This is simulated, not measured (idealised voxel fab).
The name of this process module is voxel gate over fins.
The width of the displayed cross-section, cut, is 200 nm; its cells are square, with a size of 5 nm.
Cross-sections here: square-cell grids, written as top-down lists of bands, a band being one or more rows of cells.
Band: top height; bottom height; in nm. Then, left to right: material with width in nm, for each material. "all across": a single material spanning edge to edge. "blank": empty space.
For the purposes of this specification, 0 denotes the height below which the wafer in its as-received condition is composed wholly of one material, and the lowermost band, lacking a lower limit, extends downward without end, as expressed in "0 -> down".
Graded width ("30 to 40"): value in top row of band = first number; value in bottom row = second number; row-to-row change constant.
"remains unaltered", as given for a step, is the statement that not any cell of the cross-section underwent a change during that step.
Enclosed voids (no open way to top), threshold 8 cells or more, entry "Enclosed void list", notation width x height at distance, distance from left edge, nm.
Text after the settings on a step's line: the simulator's own remark on that step.
overlay nm: where the mask lay relative to plan, measured to the right, on steps with a mask; negatives go left.
Planned step list for the process:
1 RECEIVE, material Si
2 CONFORMAL_DEP, material SiN, thk nm 10
3 DIRECTIONAL_DEP, material aC, thk nm 15
4 PATTERN, tone cover, mask id FINS, material resist, width nm 15, pitch nm 40, thk nm 35, overlay nm 0
5 DIRECTIONAL_ETCH, etch materials aC, depth nm 15
6 STRIP, etch materials resist
7 DIRECTIONAL_ETCH, etch materials SiN, depth nm 10
8 DIRECTIONAL_ETCH, etch materials Si, depth nm 35
9 STRIP, etch materials aC
10 OXIDIZE, depth nm 5
11 FILL_DEP, material SiO2, thk nm 15
12 CMP, height nm 10
13 SELECTIVE_ETCH, etch materials SiO2, depth nm 25
14 STRIP, etch materials SiN
15 CONFORMAL_DEP, material HfO2, thk nm 5
16 CONFORMAL_DEP, material TiN, thk nm 5
17 CONFORMAL_DEP, material TiAl, thk nm 5
18 CONFORMAL_DEP, material TiN, thk nm 5
19 FILL_DEP, material W, thk nm 10
20 CMP, height nm 25
21 CONFORMAL_DEP, material SiCN, thk nm 5
Don't read the plan's width nm for step 4 as applying to every wafer: that's the first wafer's value, and the wafers differ in it, though they all start identical.
First wafer of several, as received: cross-section after step 1:
  0 -> down: Si all across
  Enclosed void list: none
So in this table every wafer gets its own row, and what you see is where it stands at the end of the module: for each material, how many cells it picked up (+) or gave up (-) since we received it, and after that its closed voids:
width nm 15 | +58 HfO2 | -296 Si | +40 SiCN | +185 SiO2 | +58 TiAl | +110 TiN | +85 W | Enclosed void list: none
width nm 20 | +58 HfO2 | -272 Si | +40 SiCN | +170 SiO2 | +58 TiAl | +104 TiN | +82 W | Enclosed void list: none
width nm 25 | +58 HfO2 | -248 Si | +40 SiCN | +155 SiO2 | +52 TiAl | +104 TiN | +79 W | Enclosed void list: none
